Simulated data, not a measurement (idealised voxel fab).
A process module follows: voxel gate over fins.
cross-section cut | 240 nm wide | cells 5 nm
Cross-section, as written here: a square-cell grid given band by band from the top down, where a band holds one or more rows of cells.
First you get the band's top height and its bottom height, in nm, and then the materials it's made of, left to right, with each width in nm. If you see a single material with "full width", that one covers the band edge to edge. "blank" is empty space.
Height is counted from the level 0, under which the received wafer is composed throughout of one material. The lowest of the bands is not closed at the bottom but continues downward, in the notation "top 0, no bottom".
Note: "30..40" means the width goes from the first number (top row of the band) to the second number (bottom row) in equal steps per row of cells.
Where a step carries "no modification", the cross-section came out of it unchanged, cell for cell.
"Voids, fully enclosed" lists enclosed empty spaces (at least 8 cells, no open path upward to the top), each as width x height at distance from the left edge, in nm.
On a step's line, text after the settings is the simulator commenting on that step.
overlay nm: mask offset rightward from planned place, masked step; negative means leftward offset.
# Planned process steps
1) RECEIVE (material Si)
2) CONFORMAL_DEP (material SiN; thk nm 10)
3) MASKED_ETCH (tone cover; mask id FINS; width nm 15; pitch nm 55; etch materials SiN; depth nm 10; overlay nm 0)
4) MASKED_ETCH (tone cover; mask id FINS; width nm 15; pitch nm 55; etch materials Si; depth nm 30; overlay nm 0)
5) FILL_DEP (material SiO2; thk nm 10)
6) CMP (height nm 10)
7) PATTERN (tone open; mask id RAIL; material resist; width nm 15; thk nm 20; overlay nm 0)
8) DIRECTIONAL_ETCH (etch materials SiO2; depth nm 35)
9) STRIP (etch materials resist)
10) CONFORMAL_DEP (material TiN; thk nm 5)
11) FILL_DEP (material Ru; thk nm 5)
12) CMP (height nm 10)
13) SELECTIVE_ETCH (etch materials W Ru TiN; depth nm 30)
14) FILL_DEP (material SiO2; thk nm 5)
15) CMP (height nm 10)
16) SELECTIVE_ETCH (etch materials SiO2; depth nm 20)
17) STRIP (etch materials SiN)
18) CONFORMAL_DEP (material HfO2; thk nm 5)
19) CONFORMAL_DEP (material TiN; thk nm 5)
20) FILL_DEP (material W; thk nm 10)
21) CMP (height nm 15)
22) CONFORMAL_DEP (material SiCN; thk nm 10)
# Cross-section of the incoming wafer, state after step 1
* top 0, no bottom = Si full width
* Voids, fully enclosed: none
# What the wafer looks like in cross-section after this module, when it starts as shown above and follows the plan above but one mistake is made in running it
* top 25, bottom 15 = SiCN full width
* top 15, bottom 10 = W full width
* top 10, bottom 5 = 45 W, 35 TiN, 20 W, 35 TiN, 20 W, 35 TiN, 50 W
* top 5, bottom 0 = 45 W, 5 TiN, 25 HfO2, 5 TiN, 20 W, 5 TiN, 25 HfO2, 5 TiN, 20 W, 5 TiN, 25 HfO2, 5 TiN, 50 W
* top 0, bottom -10 = 45 W, 5 TiN, 5 HfO2, 15 Si, 5 HfO2, 5 TiN, 20 W, 5 TiN, 5 HfO2, 15 Si, 5 HfO2, 5 TiN, 20 W, 5 TiN, 5 HfO2, 15 Si, 5 HfO2, 5 TiN, 50 W
* top -10, bottom -20 = 45 W, 5 TiN, 5 HfO2, 15 Si, 5..30 HfO2, 30..5 TiN, 5 HfO2, 15 Si, 5 HfO2, 5 TiN, 20 W, 5 TiN, 5 HfO2, 15 Si, 5 HfO2, 5 TiN, 50 W
* top -20, bottom -25 = 50 TiN, 5 HfO2, 15 Si, 10 HfO2, 15 TiN, 5 HfO2, 5 TiN, 5 HfO2, 15 Si, 5 HfO2, 30 TiN, 5 HfO2, 15 Si, 5 HfO2, 55 TiN
* top -25, bottom -30 = 55 HfO2, 15 Si, 15 HfO2, 5 SiO2, 20 HfO2, 15 Si, 40 HfO2, 15 Si, 60 HfO2
* top -30, no bottom = Si full width
* Voids, fully enclosed: none
Processing error: step 16 of the plan was performed twice
